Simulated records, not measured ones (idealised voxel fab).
Presented below is a process module, voxel self aligned contacts.
The cross-section on display is named cut; it measures 240 nm wide, and its cells are 5 nm squares.
Cross-section format: a grid of square cells, given as bands from top to bottom; each band is one or more rows of cells.
Each band's line starts with the height of the band's top and of its bottom, in nm. Then come its materials from left to right, each with its width in nm. One material with "full width" fills the band from edge to edge. "empty" is empty space.
Heads up on the height convention: 0 is the point under which the incoming wafer is all one material, and the lowest band has no bottom, it just keeps going down, like "z 0 and below".
The notation "30 to 40" denotes a width that varies across the rows of cells in the band, beginning at the first number in the top row, finishing at the second number in the bottom row, and changing by an identical amount from each row to the next.
The cross-section has no changed cell in any step marked "stayed the same".
Listed in "Closed void inventory": every empty space of 8 or more cells without an open way to the top. Form: width x height at distance, the distance being from the left edge, all in nm.
Anything after a step's settings on that line? It's the simulator's own note about the step.
Steps that use a mask can have "overlay nm" on their line. It says how far the mask sat to the right of where it was meant to be. Negative means to the left.

**Process steps - plan**
- 1: RECEIVE,material Si
- 2: OXIDIZE,depth nm 5
- 3: DIRECTIONAL_DEP,material polySi,thk nm 25
- 4: DIRECTIONAL_DEP,material SiN,thk nm 20
- 5: DIRECTIONAL_DEP,material aC,thk nm 15
- 6: PATTERN,tone cover,mask id GATE,material resist,width nm 25,pitch nm 55,thk nm 30,overlay nm 0
- 7: DIRECTIONAL_ETCH,etch materials aC,depth nm 15
- 8: STRIP,etch materials resist
- 9: DIRECTIONAL_ETCH,etch materials SiN,depth nm 20
- 10: DIRECTIONAL_ETCH,etch materials polySi,depth nm 25
- 11: STRIP,etch materials aC
- 12: CONFORMAL_DEP,material SiN,thk nm 5
- 13: DIRECTIONAL_ETCH,etch materials SiN,depth nm 5
- 14: FILL_DEP,material SiO2,thk nm 20
- 15: CMP,height nm 55
- 16: PATTERN,tone open,mask id CONTACT,material resist,width nm 40,pitch nm 55,thk nm 20,overlay nm 0
- 17: DIRECTIONAL_ETCH,etch materials SiO2,depth nm 60
- 18: STRIP,etch materials resist
- 19: CONFORMAL_DEP,material TiN,thk nm 5
- 20: FILL_DEP,material W,thk nm 5
- 21: CMP,height nm 55
- 22: CONFORMAL_DEP,material SiCN,thk nm 5

**The first of the two wafers, which ran as planned**

**So this is the incoming wafer in cross-section - it's already been through step 1**
z 0 and below | Si full width
Closed void inventory: none

**The wafer in cross-section once step 2 is complete**
z 0 to -5 | SiO2 full width
Heights below -5 show no change.

**The wafer in cross-section once step 3 is complete**
z 25 to 0 | polySi full width
Heights below 0 show no change.

**The wafer in cross-section once step 4 is complete**
z 45 to 25 | SiN full width
Heights below 25 show no change.

**The wafer in cross-section once step 5 is complete**
z 60 to 45 | aC full width
Heights below 45 show no change.

**The wafer in cross-section once step 6 is complete**
z 90 to 60 | empty 50, then resist 25, then empty 30, then resist 25, then empty 30, then resist 25, then empty 55
Heights below 60 show no change.

**The wafer in cross-section once step 7 is complete**
z 75 to 60 | empty 50, then resist 25, then empty 30, then resist 25, then empty 30, then resist 25, then empty 55
z 60 to 45 | empty 50, then aC 25, then empty 30, then aC 25, then empty 30, then aC 25, then empty 55
Heights below 45 show no change.

**The wafer in cross-section once step 8 is complete**
z 60 to 45 | empty 50, then aC 25, then empty 30, then aC 25, then empty 30, then aC 25, then empty 55
Heights below 45 show no change.

**The wafer in cross-section once step 9 is complete**
z 60 to 45 | empty 50, then aC 25, then empty 30, then aC 25, then empty 30, then aC 25, then empty 55
z 45 to 25 | empty 50, then SiN 25, then empty 30, then SiN 25, then empty 30, then SiN 25, then empty 55
Heights below 25 show no change.

**The wafer in cross-section once step 10 is complete**
z 60 to 45 | empty 50, then aC 25, then empty 30, then aC 25, then empty 30, then aC 25, then empty 55
z 45 to 25 | empty 50, then SiN 25, then empty 30, then SiN 25, then empty 30, then SiN 25, then empty 55
z 25 to 0 | empty 50, then polySi 25, then empty 30, then polySi 25, then empty 30, then polySi 25, then empty 55
Heights below 0 show no change.

**The wafer in cross-section once step 11 is complete**
z 45 to 25 | empty 50, then SiN 25, then empty 30, then SiN 25, then empty 30, then SiN 25, then empty 55
Heights below 25 show no change.

**The wafer in cross-section once step 12 is complete**
z 50 to 25 | empty 45, then SiN 35, then empty 20, then SiN 35, then empty 20, then SiN 35, then empty 50
z 25 to 5 | empty 45, then SiN 5, then polySi 25, then SiN 5, then empty 20, then SiN 5, then polySi 25, then SiN 5, then empty 20, then SiN 5, then polySi 25, then SiN 5, then empty 50
z 5 to 0 | SiN 50, then polySi 25, then SiN 30, then polySi 25, then SiN 30, then polySi 25, then SiN 55
Heights below 0 show no change.

**The wafer in cross-section once step 13 is complete**
z 45 to 25 | empty 45, then SiN 35, then empty 20, then SiN 35, then empty 20, then SiN 35, then empty 50
z 25 to 0 | empty 45, then SiN 5, then polySi 25, then SiN 5, then empty 20, then SiN 5, then polySi 25, then SiN 5, then empty 20, then SiN 5, then polySi 25, then SiN 5, then empty 50
Heights below 0 show no change.

**The wafer in cross-section once step 14 is complete**
z 65 to 45 | SiO2 full width
z 45 to 25 | SiO2 45, then SiN 35, then SiO2 20, then SiN 35, then SiO2 20, then SiN 35, then SiO2 50
z 25 to 0 | SiO2 45, then SiN 5, then polySi 25, then SiN 5, then SiO2 20, then SiN 5, then polySi 25, then SiN 5, then SiO2 20, then SiN 5, then polySi 25, then SiN 5, then SiO2 50
Heights below 0 show no change.

**The wafer in cross-section once step 15 is complete**
z 55 to 45 | SiO2 full width
Heights below 45 show no change.

**The wafer in cross-section once step 16 is complete**
z 75 to 55 | resist 70, then empty 40, then resist 15, then empty 40, then resist 75
Heights below 55 show no change.

**The wafer in cross-section once step 17 is complete**
z 75 to 55 | resist 70, then empty 40, then resist 15, then empty 40, then resist 75
z 55 to 45 | SiO2 70, then empty 40, then SiO2 15, then empty 40, then SiO2 75
z 45 to 25 | SiO2 45, then SiN 35, then empty 20, then SiN 35, then empty 20, then SiN 35, then SiO2 50
z 25 to 0 | SiO2 45, then SiN 5, then polySi 25, then SiN 5, then empty 20, then SiN 5, then polySi 25, then SiN 5, then empty 20, then SiN 5, then polySi 25, then SiN 5, then SiO2 50
z 0 to -5 | SiO2 80, then empty 20, then SiO2 35, then empty 20, then SiO2 85
Heights below -5 show no change.

**The wafer in cross-section once step 18 is complete**
z 55 to 45 | SiO2 70, then empty 40, then SiO2 15, then empty 40, then SiO2 75
Heights below 45 show no change.

**The wafer in cross-section once step 19 is complete**
z 60 to 55 | TiN 75, then empty 30, then TiN 25, then empty 30, then TiN 80
z 55 to 45 | SiO2 70, then TiN 5 to 15, then empty 30 to 10, then TiN 5 to 15, then SiO2 15, then TiN 5 to 15, then empty 30 to 10, then TiN 5 to 15, then SiO2 75
z 45 to 25 | SiO2 45, then SiN 35, then TiN 5, then empty 10, then TiN 5, then SiN 35, then TiN 5, then empty 10, then TiN 5, then SiN 35, then SiO2 50
z 25 to 0 | SiO2 45, then SiN 5, then polySi 25, then SiN 5, then TiN 5, then empty 10, then TiN 5, then SiN 5, then polySi 25, then SiN 5, then TiN 5, then empty 10, then TiN 5, then SiN 5, then polySi 25, then SiN 5, then SiO2 50
z 0 to -5 | SiO2 80, then TiN 20, then SiO2 35, then TiN 20, then SiO2 85
Heights below -5 show no change.

**The wafer in cross-section once step 20 is complete**
z 65 to 60 | W full width
z 60 to 55 | TiN 75, then W 30, then TiN 25, then W 30, then TiN 80
z 55 to 45 | SiO2 70, then TiN 5 to 15, then W 30 to 10, then TiN 5 to 15, then SiO2 15, then TiN 5 to 15, then W 30 to 10, then TiN 5 to 15, then SiO2 75
z 45 to 25 | SiO2 45, then SiN 35, then TiN 5, then W 10, then TiN 5, then SiN 35, then TiN 5, then W 10, then TiN 5, then SiN 35, then SiO2 50
z 25 to 0 | SiO2 45, then SiN 5, then polySi 25, then SiN 5, then TiN 5, then W 10, then TiN 5, then SiN 5, then polySi 25, then SiN 5, then TiN 5, then W 10, then TiN 5, then SiN 5, then polySi 25, then SiN 5, then SiO2 50
Heights below 0 show no change.

**The wafer in cross-section once step 21 is complete**
z 55 to 45 | SiO2 70, then TiN 5 to 15, then W 30 to 10, then TiN 5 to 15, then SiO2 15, then TiN 5 to 15, then W 30 to 10, then TiN 5 to 15, then SiO2 75
Heights below 45 show no change.

**The wafer in cross-section once step 22 is complete**
z 60 to 55 | SiCN full width
Heights below 55 show no change.

**What follows concerns the second wafer, which started out like the first and was meant to follow the very same plan; one mistake crept in when it was run, but everything up to and including step 14 is the same as for the first wafer**

**when step 15 should have ended**
z 50 to 45 | SiO2 full width
Heights below 45 show no change.

**when step 16 should have ended**
z 70 to 50 | resist 70, then empty 40, then resist 15, then empty 40, then resist 75
Heights below 50 show no change.

**when step 17 should have ended**
z 70 to 50 | resist 70, then empty 40, then resist 15, then empty 40, then resist 75
z 50 to 45 | SiO2 70, then empty 40, then SiO2 15, then empty 40, then SiO2 75
z 45 to 25 | SiO2 45, then SiN 35, then empty 20, then SiN 35, then empty 20, then SiN 35, then SiO2 50
z 25 to 0 | SiO2 45, then SiN 5, then polySi 25, then SiN 5, then empty 20, then SiN 5, then polySi 25, then SiN 5, then empty 20, then SiN 5, then polySi 25, then SiN 5, then SiO2 50
z 0 to -5 | SiO2 80, then empty 20, then SiO2 35, then empty 20, then SiO2 85
Heights below -5 show no change.

**when step 18 should have ended**
z 50 to 45 | SiO2 70, then empty 40, then SiO2 15, then empty 40, then SiO2 75
Heights below 45 show no change.

**when step 19 should have ended**
z 55 to 50 | TiN 75, then empty 30, then TiN 25, then empty 30, then TiN 80
z 50 to 45 | SiO2 70, then TiN 15, then empty 10, then TiN 15, then SiO2 15, then TiN 15, then empty 10, then TiN 15, then SiO2 75
z 45 to 25 | SiO2 45, then SiN 35, then TiN 5, then empty 10, then TiN 5, then SiN 35, then TiN 5, then empty 10, then TiN 5, then SiN 35, then SiO2 50
z 25 to 0 | SiO2 45, then SiN 5, then polySi 25, then SiN 5, then TiN 5, then empty 10, then TiN 5, then SiN 5, then polySi 25, then SiN 5, then TiN 5, then empty 10, then TiN 5, then SiN 5, then polySi 25, then SiN 5, then SiO2 50
z 0 to -5 | SiO2 80, then TiN 20, then SiO2 35, then TiN 20, then SiO2 85
Heights below -5 show no change.

**when step 20 should have ended**
z 60 to 55 | W full width
z 55 to 50 | TiN 75, then W 30, then TiN 25, then W 30, then TiN 80
z 50 to 45 | SiO2 70, then TiN 15, then W 10, then TiN 15, then SiO2 15, then TiN 15, then W 10, then TiN 15, then SiO2 75
z 45 to 25 | SiO2 45, then SiN 35, then TiN 5, then W 10, then TiN 5, then SiN 35, then TiN 5, then W 10, then TiN 5, then SiN 35, then SiO2 50
z 25 to 0 | SiO2 45, then SiN 5, then polySi 25, then SiN 5, then TiN 5, then W 10, then TiN 5, then SiN 5, then polySi 25, then SiN 5, then TiN 5, then W 10, then TiN 5, then SiN 5, then polySi 25, then SiN 5, then SiO2 50
Heights below 0 show no change.

**when step 21 should have ended**
z 55 to 50 | TiN 75, then W 30, then TiN 25, then W 30, then TiN 80
Heights below 50 show no change.

**when step 22 should have ended**
z 60 to 55 | SiCN full width
Heights below 55 show no change.
Finding, execution versus plan: planned and actual differ for step 15; actual: CMP,height nm 50
Final comparison by cell count, materials where the second wafer has more or fewer than the first: 32 fewer of SiO2, 32 more of TiN
